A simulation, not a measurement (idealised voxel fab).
voxel capacitor over wiring: a process module
The cross-section shown here is cut; it is 300 nm wide and divided into square cells measuring 5 nm on a side.
Each cross-section below is a grid of square cells, stated as bands in top-down order, with one or more rows of cells making up each band.
Band: top height; bottom height; in nm. Then, left to right: material with width in nm, for each material. "throughout": a single material spanning edge to edge. "blank": empty space.
Basically, 0 is our baseline, since under it the wafer straight out of the box is all one material. The bottom band has no lower end and keeps on going down, so it looks like "0 and below".
It should be noted that a width expressed as "30->40" varies in equal increments from row to row of cells within the band, taking the value of the first number at the top row and that of the second number at the bottom row.
It should be understood that the words "changes: none", when stated for a given step, signify that the cross-section underwent no change in any of its cells during that step.
Under "Enclosed cavities" you'll find the enclosed gaps, the ones with no way out to the top, that are 8 cells or bigger; each reads width x height at distance, with distance counted from the left edge, everything in nm.
Formally, on a step line, whatever follows the settings is a remark that the simulator itself makes on the step.
"overlay nm" answers the question of how far to the right of plan the mask lay on a step that has a mask, and when it is negative the answer is to the left.
STEPS PLANNED FOR THE PROCESS
1 RECEIVE, material Si
2 CONFORMAL_DEP, material SiO2, thk nm 10
3 CONFORMAL_DEP, material SiN, thk nm 5
4 DIRECTIONAL_DEP, material SiO2, thk nm 15
5 PATTERN, tone open, mask id METAL_1, material resist, width nm 15, pitch nm 90, thk nm 20, overlay nm 0
6 DIRECTIONAL_ETCH, etch materials SiO2, depth nm 15
7 DIRECTIONAL_ETCH, etch materials SiN, depth nm 5
8 STRIP, etch materials resist
9 CONFORMAL_DEP, material TiN, thk nm 5
10 FILL_DEP, material Cu, thk nm 5
11 CMP, height nm 30
12 CONFORMAL_DEP, material SiCN, thk nm 5
13 DIRECTIONAL_DEP, material lowk, thk nm 10
14 MASKED_ETCH, tone open, mask id PLUG_1, width nm 15, etch materials lowk, depth nm 10, overlay nm 0
15 MASKED_ETCH, tone open, mask id PLUG_1, width nm 15, etch materials SiCN, depth nm 5, overlay nm 0
16 EPI, material Ru, thk nm 10
17 EPI, material Ru, thk nm 5
18 DIRECTIONAL_DEP, material TiN, thk nm 5
19 DIRECTIONAL_DEP, material HfO2, thk nm 5
20 DIRECTIONAL_DEP, material TiN, thk nm 5
21 PATTERN, tone cover, mask id UPPER_PLATE, material resist, width nm 70, thk nm 15, overlay nm 0
22 DIRECTIONAL_ETCH, etch materials TiN, depth nm 5
23 DIRECTIONAL_ETCH, etch materials HfO2, depth nm 5
24 STRIP, etch materials resist
25 MASKED_ETCH, tone cover, mask id LOWER_PLATE, width nm 80, etch materials TiN, depth nm 5, overlay nm 0
26 FILL_DEP, material SiO2, thk nm 20
27 CMP, height nm 75
28 MASKED_ETCH, tone open, mask id PLUG_2, width nm 15, etch materials SiO2, depth nm 15, overlay nm 0
29 CONFORMAL_DEP, material TiN, thk nm 5
30 FILL_DEP, material Cu, thk nm 5
31 CMP, height nm 75
32 CONFORMAL_DEP, material SiN, thk nm 5
Heads up: all these wafers start the same, and what changes between them is the width nm in step 5. The value you see in the plan is just what the first wafer got.
THE FIRST OF SEVERAL WAFERS IN CROSS-SECTION, EXACTLY AS IT REACHED US AFTER STEP 1
    0 and below  Si throughout
    Enclosed cavities: none
EVERY ROW IN THIS TABLE IS A WAFER AT THE END OF THE MODULE, AND IT GIVES, FOR EACH OF THE MATERIALS, THE CELLS THAT WAFER HAS GAINED (+) OR LOST (-) SINCE IT WAS RECEIVED, THEN ITS CLOSED VOIDS
width nm 15, +8 Cu, +14 HfO2, +9 Ru, +57 SiCN, +114 SiN, +589 SiO2, +55 TiN, +114 lowk, Enclosed cavities: none
width nm 20, +14 Cu, +14 HfO2, +9 Ru, +57 SiCN, +112 SiN, +583 SiO2, +57 TiN, +114 lowk, Enclosed cavities: none
width nm 25, +20 Cu, +14 HfO2, +9 Ru, +57 SiCN, +110 SiN, +577 SiO2, +59 TiN, +114 lowk, Enclosed cavities: none
width nm 30, +26 Cu, +14 HfO2, +9 Ru, +57 SiCN, +108 SiN, +571 SiO2, +61 TiN, +114 lowk, Enclosed cavities: none
width nm 35, +32 Cu, +14 HfO2, +9 Ru, +57 SiCN, +106 SiN, +565 SiO2, +63 TiN, +114 lowk, Enclosed cavities: none
width nm 40, +38 Cu, +14 HfO2, +9 Ru, +57 SiCN, +104 SiN, +559 SiO2, +65 TiN, +114 lowk, Enclosed cavities: none
